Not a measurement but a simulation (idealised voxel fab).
The following process module bears the name voxel capacitor over wiring.
Square cell edge 5 nm, section width 265 nm, ID cut.
If you're reading a cross-section in this doc, picture square cells in a grid; it comes to you as bands, top ones listed first down to the bottom, and a band can be one or more rows of cells. Per band: top height and bottom height in nm, followed by the left-to-right materials and their widths in nm; "everywhere" marks a single material spanning edge to edge, "blank" marks empty space. Heights are expressed relative to 0, this being the level below which the as-received wafer comprises one material exclusively. The lowest band is unbounded in the downward direction and is denoted as in "0 -> down". The expression "30..40" gives the width at the extremes of the band, the first number at its top row of cells and the second at its bottom row, with the width changing by equal amounts from each row to the next in between. "all unchanged" (step): cross-section cells unchanged, all of them. "Sealed cavities": empty spaces of 8 cells or more with no open way to the top, each given as width x height at distance, distance from the left edge, all in nm. Where a step's line continues beyond its settings, the continuation is a remark by the simulator itself on that step. On any step carrying a mask, the "overlay nm" setting, if present on the step's line, tells how far right of its planned place the mask lay; negative values point to the left.

[Set out below are the planned steps of the process]
1,op RECEIVE | material Si
2,op CONFORMAL_DEP | material SiO2 | thk nm 10
3,op DIRECTIONAL_DEP | material TiN | thk nm 5
4,op DIRECTIONAL_DEP | material W | thk nm 25
5,op DIRECTIONAL_DEP | material aC | thk nm 10
6,op PATTERN | tone cover | mask id METAL_1 | material resist | width nm 20 | pitch nm 80 | thk nm 25 | overlay nm 0
7,op DIRECTIONAL_ETCH | etch materials aC | depth nm 10
8,op STRIP | etch materials resist
9,op DIRECTIONAL_ETCH | etch materials W | depth nm 25
10,op DIRECTIONAL_ETCH | etch materials TiN | depth nm 5
11,op STRIP | etch materials aC
12,op CONFORMAL_DEP | material SiCN | thk nm 5
13,op FILL_DEP | material SiO2 | thk nm 10
14,op CMP | height nm 40
15,op CONFORMAL_DEP | material SiCN | thk nm 5
16,op DIRECTIONAL_DEP | material SiO2 | thk nm 20
17,op PATTERN | tone open | mask id PLUG_1 | material resist | width nm 15 | thk nm 20 | overlay nm 0
18,op DIRECTIONAL_ETCH | etch materials SiO2 | depth nm 20
19,op DIRECTIONAL_ETCH | etch materials SiCN | depth nm 5
20,op STRIP | etch materials resist
21,op EPI | material Ru | thk nm 10
22,op EPI | material Ru | thk nm 10
23,op EPI | material Ru | thk nm 5
24,op DIRECTIONAL_DEP | material TiN | thk nm 10
25,op DIRECTIONAL_DEP | material Al2O3 | thk nm 5
26,op DIRECTIONAL_DEP | material TiN | thk nm 10
27,op MASKED_ETCH | tone cover | mask id UPPER_PLATE | width nm 65 | etch materials TiN | depth nm 10 | overlay nm 0
28,op MASKED_ETCH | tone cover | mask id UPPER_PLATE | width nm 65 | etch materials Al2O3 | depth nm 5 | overlay nm 0
29,op PATTERN | tone cover | mask id LOWER_PLATE | material resist | width nm 75 | thk nm 20 | overlay nm 0
30,op DIRECTIONAL_ETCH | etch materials TiN | depth nm 10
31,op STRIP | etch materials resist
32,op FILL_DEP | material SiO2 | thk nm 20
33,op CMP | height nm 105
34,op MASKED_ETCH | tone open | mask id PLUG_2 | width nm 15 | etch materials SiO2 | depth nm 15 | overlay nm 0
35,op CONFORMAL_DEP | material TiN | thk nm 5
36,op FILL_DEP | material Ru | thk nm 10
37,op CMP | height nm 105
38,op CONFORMAL_DEP | material SiN | thk nm 5

[Cross-section of the wafer upon arrival, representing the state reached after step 1]
    0 -> down | Si everywhere
    Sealed cavities: none

[As-planned run: cross-section of the first of two wafers at end of module]
    110 -> 105 | SiN everywhere
    105 -> 95 | SiO2=95, TiN=5, Ru=5, TiN=5, SiO2=155
    95 -> 90 | SiO2=95, TiN=15, SiO2=155
    90 -> 80 | SiO2=85, TiN=65, SiO2=115
    80 -> 75 | SiO2=85, Al2O3=65, SiO2=115
    75 -> 65 | SiO2=80, TiN=75, SiO2=110
    65 -> 45 | SiO2=85, Ru=15, SiO2=165
    45 -> 40 | SiCN=85, Ru=15, SiCN=165
    40 -> 15 | SiO2=75, SiCN=5, W=20, SiCN=5, SiO2=50, SiCN=5, W=20, SiCN=5, SiO2=80
    15 -> 10 | SiCN=80, TiN=20, SiCN=60, TiN=20, SiCN=85
    10 -> 0 | SiO2 everywhere
    0 -> down | Si everywhere
    Sealed cavities: none

[Cross-section of the latter of the two wafers at module completion. It had an identical start and an identical plan to the former; in running it, one mistake was made]
    110 -> 105 | SiN everywhere
    105 -> 95 | SiO2=95, TiN=5, Ru=5, TiN=5, SiO2=155
    95 -> 85 | SiO2=95..100, TiN=15..50, SiO2=155..115
    85 -> 80 | SiO2=85, TiN=65, SiO2=115
    80 -> 75 | SiO2=85, TiN=15, Al2O3=50, SiO2=115
    75 -> 70 | SiO2=80, TiN=5, Al2O3=15, TiN=55, SiO2=110
    70 -> 65 | SiO2=80, TiN=75, SiO2=110
    65 -> 60 | SiCN=85, TiN=15, SiCN=165
    60 -> 40 | SiCN everywhere
    40 -> 15 | SiO2=75, SiCN=5, W=20, SiCN=5, SiO2=50, SiCN=5, W=20, SiCN=5, SiO2=80
    15 -> 10 | SiCN=80, TiN=20, SiCN=60, TiN=20, SiCN=85
    10 -> 0 | SiO2 everywhere
    0 -> down | Si everywhere
    Sealed cavities: none
What broke from the plan during processing? step 16 went in with a setting other than planned; the actual run was op DIRECTIONAL_DEP | material SiCN | thk nm 20
FYI, end of process, the second wafer has more or fewer cells of some materials than the first: Ru -15, SiCN +212, SiO2 -197
